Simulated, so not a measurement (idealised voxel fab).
This section sets out a process module, namely voxel wiring stack.
Square cell edge 5 nm, section width 160 nm, ID cut.
Reading order for cross-sections: top band down to bottom band. Underlying form: a grid of square cells. Band size: one or more rows of cells. Heads up on the band format: heights come first, top then bottom, in nm. After that it's the materials left to right, each with its width in nm. A single material flagged "full width" fills the whole band edge to edge, and "empty" means there's empty space there. Heads up on the height convention: 0 is the point under which the incoming wafer is all one material, and the lowest band has no bottom, it just keeps going down, like "0..down". Width: "30->40" (first number = top row, second number = bottom row, same change from row to row of cells). Reading "no modification" for a step: not a cell of the cross-section changed in it. Empty spaces without an open route to the top, at least 8 cells in extent, make up the entry "Voids, fully enclosed"; each is given as width x height at distance, where the distance is measured from the left edge, and all are in nm. Anything after a step's settings on that line? It's the simulator's own note about the step. For masked steps, "overlay nm" on the step line gives how far right of plan the mask actually lay; a minus sign means it lay to the left.
### The process steps that were planned are listed below
1) RECEIVE with material Si
2) CONFORMAL_DEP with material SiO2, thk nm 15
3) CONFORMAL_DEP with material SiCN, thk nm 5
4) DIRECTIONAL_DEP with material SiO2, thk nm 15
5) PATTERN with tone open, mask id METAL_1, material resist, width nm 20, pitch nm 35, thk nm 15, overlay nm 0
6) DIRECTIONAL_ETCH with etch materials SiO2, depth nm 15
7) DIRECTIONAL_ETCH with etch materials SiCN, depth nm 5
8) STRIP with etch materials resist
9) CONFORMAL_DEP with material TiN, thk nm 5
10) FILL_DEP with material Ru, thk nm 5
11) CMP with height nm 35
12) EPI with material Ru, thk nm 5
13) FILL_DEP with material SiCN, thk nm 5
14) DIRECTIONAL_DEP with material lowk, thk nm 30
15) DIRECTIONAL_DEP with material aC, thk nm 15
16) PATTERN with tone open, mask id METAL_2_HOLES, material resist, width nm 15, pitch nm 35, thk nm 30, overlay nm 0
17) DIRECTIONAL_ETCH with etch materials aC, depth nm 15
18) STRIP with etch materials resist
19) DIRECTIONAL_ETCH with etch materials lowk, depth nm 30
20) STRIP with etch materials aC
21) MASKED_ETCH with tone open, mask id METAL_2, width nm 20, pitch nm 35, etch materials lowk, depth nm 20, overlay nm 0
22) MASKED_ETCH with tone open, mask id METAL_2, width nm 20, pitch nm 35, etch materials SiCN, depth nm 5, overlay nm 0
23) CONFORMAL_DEP with material TiN, thk nm 5
24) FILL_DEP with material Cu, thk nm 10
25) CMP with height nm 75
26) CONFORMAL_DEP with material SiN, thk nm 5
### The first wafer of two, processed as planned
### Received-state cross-section, reflecting completion of step 1
  0..down = Si full width
  Voids, fully enclosed: none
### Presented here is a cross-section of the wafer after step 2 has been performed
  15..0 = SiO2 full width
  below 0: unchanged
### Presented here is a cross-section of the wafer after step 3 has been performed
  20..15 = SiCN full width
  below 15: unchanged
### Presented here is a cross-section of the wafer after step 4 has been performed
  35..20 = SiO2 full width
  below 20: unchanged
### Presented here is a cross-section of the wafer after step 5 has been performed
  50..35 = resist (50) | empty (20) | resist (15) | empty (20) | resist (55)
  below 35: unchanged
### Presented here is a cross-section of the wafer after step 6 has been performed
  50..35 = resist (50) | empty (20) | resist (15) | empty (20) | resist (55)
  35..20 = SiO2 (50) | empty (20) | SiO2 (15) | empty (20) | SiO2 (55)
  below 20: unchanged
### Presented here is a cross-section of the wafer after step 7 has been performed
  50..35 = resist (50) | empty (20) | resist (15) | empty (20) | resist (55)
  35..20 = SiO2 (50) | empty (20) | SiO2 (15) | empty (20) | SiO2 (55)
  20..15 = SiCN (50) | empty (20) | SiCN (15) | empty (20) | SiCN (55)
  below 15: unchanged
### Presented here is a cross-section of the wafer after step 8 has been performed
  35..20 = SiO2 (50) | empty (20) | SiO2 (15) | empty (20) | SiO2 (55)
  below 20: unchanged
### Presented here is a cross-section of the wafer after step 9 has been performed
  40..35 = TiN (55) | empty (10) | TiN (25) | empty (10) | TiN (60)
  35..20 = SiO2 (50) | TiN (5) | empty (10) | TiN (5) | SiO2 (15) | TiN (5) | empty (10) | TiN (5) | SiO2 (55)
  20..15 = SiCN (50) | TiN (20) | SiCN (15) | TiN (20) | SiCN (55)
  below 15: unchanged
### Presented here is a cross-section of the wafer after step 10 has been performed
  45..40 = Ru full width
  40..35 = TiN (55) | Ru (10) | TiN (25) | Ru (10) | TiN (60)
  35..20 = SiO2 (50) | TiN (5) | Ru (10) | TiN (5) | SiO2 (15) | TiN (5) | Ru (10) | TiN (5) | SiO2 (55)
  below 20: unchanged
### Presented here is a cross-section of the wafer after step 11 has been performed
  35..20 = SiO2 (50) | TiN (5) | Ru (10) | TiN (5) | SiO2 (15) | TiN (5) | Ru (10) | TiN (5) | SiO2 (55)
  below 20: unchanged
### Presented here is a cross-section of the wafer after step 12 has been performed
  40..35 = empty (45) | Ru (30) | empty (5) | Ru (30) | empty (50)
  below 35: unchanged
### Presented here is a cross-section of the wafer after step 13 has been performed
  45..40 = SiCN full width
  40..35 = SiCN (45) | Ru (30) | SiCN (5) | Ru (30) | SiCN (50)
  below 35: unchanged
### Presented here is a cross-section of the wafer after step 14 has been performed
  75..45 = lowk full width
  below 45: unchanged
### Presented here is a cross-section of the wafer after step 15 has been performed
  90..75 = aC full width
  below 75: unchanged
### Presented here is a cross-section of the wafer after step 16 has been performed
  120..90 = resist (50) | empty (15) | resist (20) | empty (15) | resist (60)
  below 90: unchanged
### Presented here is a cross-section of the wafer after step 17 has been performed
  105..90 = resist (50) | empty (15) | resist (20) | empty (15) | resist (60)
  90..75 = aC (50) | empty (15) | aC (20) | empty (15) | aC (60)
  below 75: unchanged
### Presented here is a cross-section of the wafer after step 18 has been performed
  90..75 = aC (50) | empty (15) | aC (20) | empty (15) | aC (60)
  below 75: unchanged
### Presented here is a cross-section of the wafer after step 19 has been performed
  90..75 = aC (50) | empty (15) | aC (20) | empty (15) | aC (60)
  75..45 = lowk (50) | empty (15) | lowk (20) | empty (15) | lowk (60)
  below 45: unchanged
### Presented here is a cross-section of the wafer after step 20 has been performed
  75..45 = lowk (50) | empty (15) | lowk (20) | empty (15) | lowk (60)
  below 45: unchanged
### Presented here is a cross-section of the wafer after step 21 has been performed
  75..55 = lowk (50) | empty (20) | lowk (15) | empty (20) | lowk (55)
  below 55: unchanged
### Presented here is a cross-section of the wafer after step 22 has been performed
  75..55 = lowk (50) | empty (20) | lowk (15) | empty (20) | lowk (55)
  55..45 = lowk (50) | empty (15) | lowk (20) | empty (15) | lowk (60)
  45..40 = SiCN (50) | empty (15) | SiCN (20) | empty (15) | SiCN (60)
  below 40: unchanged
### Presented here is a cross-section of the wafer after step 23 has been performed
  80..75 = TiN (55) | empty (10) | TiN (25) | empty (10) | TiN (60)
  75..60 = lowk (50) | TiN (5) | empty (10) | TiN (5) | lowk (15) | TiN (5) | empty (10) | TiN (5) | lowk (55)
  60..55 = lowk (50) | TiN (5) | empty (5) | TiN (10) | lowk (15) | TiN (5) | empty (5) | TiN (10) | lowk (55)
  55..45 = lowk (50) | TiN (5) | empty (5) | TiN (5) | lowk (20) | TiN (5) | empty (5) | TiN (5) | lowk (60)
  45..40 = SiCN (50) | TiN (15) | SiCN (20) | TiN (15) | SiCN (60)
  below 40: unchanged
### Presented here is a cross-section of the wafer after step 24 has been performed
  90..80 = Cu full width
  80..75 = TiN (55) | Cu (10) | TiN (25) | Cu (10) | TiN (60)
  75..60 = lowk (50) | TiN (5) | Cu (10) | TiN (5) | lowk (15) | TiN (5) | Cu (10) | TiN (5) | lowk (55)
  60..55 = lowk (50) | TiN (5) | Cu (5) | TiN (10) | lowk (15) | TiN (5) | Cu (5) | TiN (10) | lowk (55)
  55..45 = lowk (50) | TiN (5) | Cu (5) | TiN (5) | lowk (20) | TiN (5) | Cu (5) | TiN (5) | lowk (60)
  below 45: unchanged
### Presented here is a cross-section of the wafer after step 25 has been performed
  75..60 = lowk (50) | TiN (5) | Cu (10) | TiN (5) | lowk (15) | TiN (5) | Cu (10) | TiN (5) | lowk (55)
  below 60: unchanged
### Presented here is a cross-section of the wafer after step 26 has been performed
  80..75 = SiN full width
  below 75: unchanged
### Wafer two: like wafer one in start and plan, but with one mistake in execution; identical up to and including step 13
### Planned end of step 14: second wafer, cross-section
  105..45 = lowk full width
  below 45: unchanged
### Planned end of step 15: second wafer, cross-section
  120..105 = aC full width
  below 105: unchanged
### Planned end of step 16: second wafer, cross-section
  150..120 = resist (50) | empty (15) | resist (20) | empty (15) | resist (60)
  below 120: unchanged
### Planned end of step 17: second wafer, cross-section
  135..120 = resist (50) | empty (15) | resist (20) | empty (15) | resist (60)
  120..105 = aC (50) | empty (15) | aC (20) | empty (15) | aC (60)
  below 105: unchanged
### Planned end of step 18: second wafer, cross-section
  120..105 = aC (50) | empty (15) | aC (20) | empty (15) | aC (60)
  below 105: unchanged
### Planned end of step 19: second wafer, cross-section
  120..105 = aC (50) | empty (15) | aC (20) | empty (15) | aC (60)
  105..75 = lowk (50) | empty (15) | lowk (20) | empty (15) | lowk (60)
  below 75: unchanged
### Planned end of step 20: second wafer, cross-section
  105..75 = lowk (50) | empty (15) | lowk (20) | empty (15) | lowk (60)
  below 75: unchanged
### Planned end of step 21: second wafer, cross-section
  105..85 = lowk (50) | empty (20) | lowk (15) | empty (20) | lowk (55)
  85..55 = lowk (50) | empty (15) | lowk (20) | empty (15) | lowk (60)
  below 55: unchanged
Planned end of step 22: second wafer, cross-section: no modification
### Planned end of step 23: second wafer, cross-section
  110..105 = TiN (55) | empty (10) | TiN (25) | empty (10) | TiN (60)
  105..90 = lowk (50) | TiN (5) | empty (10) | TiN (5) | lowk (15) | TiN (5) | empty (10) | TiN (5) | lowk (55)
  90..85 = lowk (50) | TiN (5) | empty (5) | TiN (10) | lowk (15) | TiN (5) | empty (5) | TiN (10) | lowk (55)
  85..60 = lowk (50) | TiN (5) | empty (5) | TiN (5) | lowk (20) | TiN (5) | empty (5) | TiN (5) | lowk (60)
  60..55 = lowk (50) | TiN (15) | lowk (20) | TiN (15) | lowk (60)
  below 55: unchanged
### Planned end of step 24: second wafer, cross-section
  120..110 = Cu full width
  110..105 = TiN (55) | Cu (10) | TiN (25) | Cu (10) | TiN (60)
  105..90 = lowk (50) | TiN (5) | Cu (10) | TiN (5) | lowk (15) | TiN (5) | Cu (10) | TiN (5) | lowk (55)
  90..85 = lowk (50) | TiN (5) | Cu (5) | TiN (10) | lowk (15) | TiN (5) | Cu (5) | TiN (10) | lowk (55)
  85..60 = lowk (50) | TiN (5) | Cu (5) | TiN (5) | lowk (20) | TiN (5) | Cu (5) | TiN (5) | lowk (60)
  below 60: unchanged
### Planned end of step 25: second wafer, cross-section
  75..60 = lowk (50) | TiN (5) | Cu (5) | TiN (5) | lowk (20) | TiN (5) | Cu (5) | TiN (5) | lowk (60)
  below 60: unchanged
### Planned end of step 26: second wafer, cross-section
  80..75 = SiN full width
  below 75: unchanged
Plan not followed: plan step 14 ran twice
at the end the second wafer has, in cells: -12 Cu | +6 SiCN | -14 TiN | +20 lowk
